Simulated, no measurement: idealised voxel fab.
Process module, titled voxel spacer lines
The width of the displayed cross-section, cut, is 220 nm; its cells are square, with a size of 5 nm.
Cross-sections here: square-cell grids, written as top-down lists of bands, a band being one or more rows of cells. Heights first: top, then bottom, in nm. Then materials, left to right, each with a width in nm. "everywhere" on a single material: fills the band edge to edge. "blank": empty space. Convention: height 0 is the level below which the wafer, as received, is all one material. The lowest band does not terminate at the bottom but continues downward, represented as "0 and below". A two-number width, for instance "30->40", indicates that the width is equal to the first number in the top row of the band and to the second number in the bottom row, and that it changes by a constant amount per row of cells. What does "nothing changed" mean for a step? It means no cell of the cross-section changed in that step. Basically, "Closed void table" tells you about the enclosed voids: empty spaces with no open way to the top, 8 cells or bigger, each written width x height at distance, where distance is from the left edge, all in nm. That trailing text on a step's line, after the settings, is the simulator's own remark on the step. "overlay nm" answers the question of how far to the right of plan the mask lay on a step that has a mask, and when it is negative the answer is to the left.
## Process steps - plan
1,RECEIVE | material Si
2,CONFORMAL_DEP | material Al2O3 | thk nm 10
3,DIRECTIONAL_DEP | material SiN | thk nm 10
4,DIRECTIONAL_DEP | material aC | thk nm 25
5,PATTERN | tone cover | mask id MANDREL | material resist | width nm 15 | pitch nm 60 | thk nm 30 | overlay nm 0
6,DIRECTIONAL_ETCH | etch materials aC | depth nm 25
7,STRIP | etch materials resist
8,CONFORMAL_DEP | material SiO2 | thk nm 15
9,DIRECTIONAL_ETCH | etch materials SiO2 | depth nm 15
10,STRIP | etch materials aC
11,DIRECTIONAL_ETCH | etch materials SiN | depth nm 10
12,STRIP | etch materials SiO2
13,FILL_DEP | material SiO2 | thk nm 5
14,CMP | height nm 20
## The first of two wafers, run as planned
## Wafer cross-section on receipt, i.e. after step 1
> 0 and below | Si everywhere
> Closed void table: none
## Step 2 done - wafer cross-section
> 10 down to 0 | Al2O3 everywhere
> Note: structure below 0 unchanged.
## Step 3 done - wafer cross-section
> 20 down to 10 | SiN everywhere
> Note: structure below 10 unchanged.
## Step 4 done - wafer cross-section
> 45 down to 20 | aC everywhere
> Note: structure below 20 unchanged.
## Step 5 done - wafer cross-section
> 75 down to 45 | 40 nm blank, then 15 nm resist, then 45 nm blank, then 15 nm resist, then 45 nm blank, then 15 nm resist, then 45 nm blank
> Note: structure below 45 unchanged.
## Step 6 done - wafer cross-section
> 50 down to 45 | 40 nm blank, then 15 nm resist, then 45 nm blank, then 15 nm resist, then 45 nm blank, then 15 nm resist, then 45 nm blank
> 45 down to 20 | 40 nm blank, then 15 nm aC, then 45 nm blank, then 15 nm aC, then 45 nm blank, then 15 nm aC, then 45 nm blank
> Note: structure below 20 unchanged.
## Step 7 done - wafer cross-section
> 45 down to 20 | 40 nm blank, then 15 nm aC, then 45 nm blank, then 15 nm aC, then 45 nm blank, then 15 nm aC, then 45 nm blank
> Note: structure below 20 unchanged.
## Step 8 done - wafer cross-section
> 60 down to 45 | 25 nm blank, then 45 nm SiO2, then 15 nm blank, then 45 nm SiO2, then 15 nm blank, then 45 nm SiO2, then 30 nm blank
> 45 down to 35 | 25 nm blank, then 15 nm SiO2, then 15 nm aC, then 15 nm SiO2, then 15 nm blank, then 15 nm SiO2, then 15 nm aC, then 15 nm SiO2, then 15 nm blank, then 15 nm SiO2, then 15 nm aC, then 15 nm SiO2, then 30 nm blank
> 35 down to 20 | 40 nm SiO2, then 15 nm aC, then 45 nm SiO2, then 15 nm aC, then 45 nm SiO2, then 15 nm aC, then 45 nm SiO2
> Note: structure below 20 unchanged.
## Step 9 done - wafer cross-section
> 45 down to 20 | 25 nm blank, then 15 nm SiO2, then 15 nm aC, then 15 nm SiO2, then 15 nm blank, then 15 nm SiO2, then 15 nm aC, then 15 nm SiO2, then 15 nm blank, then 15 nm SiO2, then 15 nm aC, then 15 nm SiO2, then 30 nm blank
> Note: structure below 20 unchanged.
## Step 10 done - wafer cross-section
> 45 down to 20 | 25 nm blank, then 15 nm SiO2, then 15 nm blank, then 15 nm SiO2, then 15 nm blank, then 15 nm SiO2, then 15 nm blank, then 15 nm SiO2, then 15 nm blank, then 15 nm SiO2, then 15 nm blank, then 15 nm SiO2, then 30 nm blank
> Note: structure below 20 unchanged.
## Step 11 done - wafer cross-section
> 45 down to 20 | 25 nm blank, then 15 nm SiO2, then 15 nm blank, then 15 nm SiO2, then 15 nm blank, then 15 nm SiO2, then 15 nm blank, then 15 nm SiO2, then 15 nm blank, then 15 nm SiO2, then 15 nm blank, then 15 nm SiO2, then 30 nm blank
> 20 down to 10 | 25 nm blank, then 15 nm SiN, then 15 nm blank, then 15 nm SiN, then 15 nm blank, then 15 nm SiN, then 15 nm blank, then 15 nm SiN, then 15 nm blank, then 15 nm SiN, then 15 nm blank, then 15 nm SiN, then 30 nm blank
> Note: structure below 10 unchanged.
## Step 12 done - wafer cross-section
> 20 down to 10 | 25 nm blank, then 15 nm SiN, then 15 nm blank, then 15 nm SiN, then 15 nm blank, then 15 nm SiN, then 15 nm blank, then 15 nm SiN, then 15 nm blank, then 15 nm SiN, then 15 nm blank, then 15 nm SiN, then 30 nm blank
> Note: structure below 10 unchanged.
## Step 13 done - wafer cross-section
> 25 down to 20 | SiO2 everywhere
> 20 down to 10 | 25 nm SiO2, then 15 nm SiN, then 15 nm SiO2, then 15 nm SiN, then 15 nm SiO2, then 15 nm SiN, then 15 nm SiO2, then 15 nm SiN, then 15 nm SiO2, then 15 nm SiN, then 15 nm SiO2, then 15 nm SiN, then 30 nm SiO2
> Note: structure below 10 unchanged.
## Step 14 done - wafer cross-section
> 20 down to 10 | 25 nm SiO2, then 15 nm SiN, then 15 nm SiO2, then 15 nm SiN, then 15 nm SiO2, then 15 nm SiN, then 15 nm SiO2, then 15 nm SiN, then 15 nm SiO2, then 15 nm SiN, then 15 nm SiO2, then 15 nm SiN, then 30 nm SiO2
> Note: structure below 10 unchanged.
## Wafer two. Same start, same plan, one slip in execution. Same as wafer one through step 1, inclusive
## Second wafer at the planned finish of step 2, seen in cross-section
> 10 down to 0 | SiN everywhere
> Note: structure below 0 unchanged.
## Second wafer at the planned finish of step 3, seen in cross-section
> 20 down to 0 | SiN everywhere
> Note: structure below 0 unchanged.
## Second wafer at the planned finish of step 4, seen in cross-section
> 45 down to 20 | aC everywhere
> Note: structure below 20 unchanged.
## Second wafer at the planned finish of step 5, seen in cross-section
> 75 down to 45 | 40 nm blank, then 15 nm resist, then 45 nm blank, then 15 nm resist, then 45 nm blank, then 15 nm resist, then 45 nm blank
> Note: structure below 45 unchanged.
## Second wafer at the planned finish of step 6, seen in cross-section
> 50 down to 45 | 40 nm blank, then 15 nm resist, then 45 nm blank, then 15 nm resist, then 45 nm blank, then 15 nm resist, then 45 nm blank
> 45 down to 20 | 40 nm blank, then 15 nm aC, then 45 nm blank, then 15 nm aC, then 45 nm blank, then 15 nm aC, then 45 nm blank
> Note: structure below 20 unchanged.
## Second wafer at the planned finish of step 7, seen in cross-section
> 45 down to 20 | 40 nm blank, then 15 nm aC, then 45 nm blank, then 15 nm aC, then 45 nm blank, then 15 nm aC, then 45 nm blank
> Note: structure below 20 unchanged.
## Second wafer at the planned finish of step 8, seen in cross-section
> 60 down to 45 | 25 nm blank, then 45 nm SiO2, then 15 nm blank, then 45 nm SiO2, then 15 nm blank, then 45 nm SiO2, then 30 nm blank
> 45 down to 35 | 25 nm blank, then 15 nm SiO2, then 15 nm aC, then 15 nm SiO2, then 15 nm blank, then 15 nm SiO2, then 15 nm aC, then 15 nm SiO2, then 15 nm blank, then 15 nm SiO2, then 15 nm aC, then 15 nm SiO2, then 30 nm blank
> 35 down to 20 | 40 nm SiO2, then 15 nm aC, then 45 nm SiO2, then 15 nm aC, then 45 nm SiO2, then 15 nm aC, then 45 nm SiO2
> Note: structure below 20 unchanged.
## Second wafer at the planned finish of step 9, seen in cross-section
> 45 down to 20 | 25 nm blank, then 15 nm SiO2, then 15 nm aC, then 15 nm SiO2, then 15 nm blank, then 15 nm SiO2, then 15 nm aC, then 15 nm SiO2, then 15 nm blank, then 15 nm SiO2, then 15 nm aC, then 15 nm SiO2, then 30 nm blank
> Note: structure below 20 unchanged.
## Second wafer at the planned finish of step 10, seen in cross-section
> 45 down to 20 | 25 nm blank, then 15 nm SiO2, then 15 nm blank, then 15 nm SiO2, then 15 nm blank, then 15 nm SiO2, then 15 nm blank, then 15 nm SiO2, then 15 nm blank, then 15 nm SiO2, then 15 nm blank, then 15 nm SiO2, then 30 nm blank
> Note: structure below 20 unchanged.
## Second wafer at the planned finish of step 11, seen in cross-section
> 45 down to 20 | 25 nm blank, then 15 nm SiO2, then 15 nm blank, then 15 nm SiO2, then 15 nm blank, then 15 nm SiO2, then 15 nm blank, then 15 nm SiO2, then 15 nm blank, then 15 nm SiO2, then 15 nm blank, then 15 nm SiO2, then 30 nm blank
> 20 down to 10 | 25 nm blank, then 15 nm SiN, then 15 nm blank, then 15 nm SiN, then 15 nm blank, then 15 nm SiN, then 15 nm blank, then 15 nm SiN, then 15 nm blank, then 15 nm SiN, then 15 nm blank, then 15 nm SiN, then 30 nm blank
> Note: structure below 10 unchanged.
## Second wafer at the planned finish of step 12, seen in cross-section
> 20 down to 10 | 25 nm blank, then 15 nm SiN, then 15 nm blank, then 15 nm SiN, then 15 nm blank, then 15 nm SiN, then 15 nm blank, then 15 nm SiN, then 15 nm blank, then 15 nm SiN, then 15 nm blank, then 15 nm SiN, then 30 nm blank
> Note: structure below 10 unchanged.
## Second wafer at the planned finish of step 13, seen in cross-section
> 25 down to 20 | SiO2 everywhere
> 20 down to 10 | 25 nm SiO2, then 15 nm SiN, then 15 nm SiO2, then 15 nm SiN, then 15 nm SiO2, then 15 nm SiN, then 15 nm SiO2, then 15 nm SiN, then 15 nm SiO2, then 15 nm SiN, then 15 nm SiO2, then 15 nm SiN, then 30 nm SiO2
> Note: structure below 10 unchanged.
## Second wafer at the planned finish of step 14, seen in cross-section
> 20 down to 10 | 25 nm SiO2, then 15 nm SiN, then 15 nm SiO2, then 15 nm SiN, then 15 nm SiO2, then 15 nm SiN, then 15 nm SiO2, then 15 nm SiN, then 15 nm SiO2, then 15 nm SiN, then 15 nm SiO2, then 15 nm SiN, then 30 nm SiO2
> Note: structure below 10 unchanged.
Deviation noted in wafer processing: step 2 ran as: CONFORMAL_DEP | material SiN | thk nm 10
Upon completion, the second wafer contains, in terms of cells, a greater or smaller amount of certain materials than the first wafer: -88 Al2O3 | +88 SiN
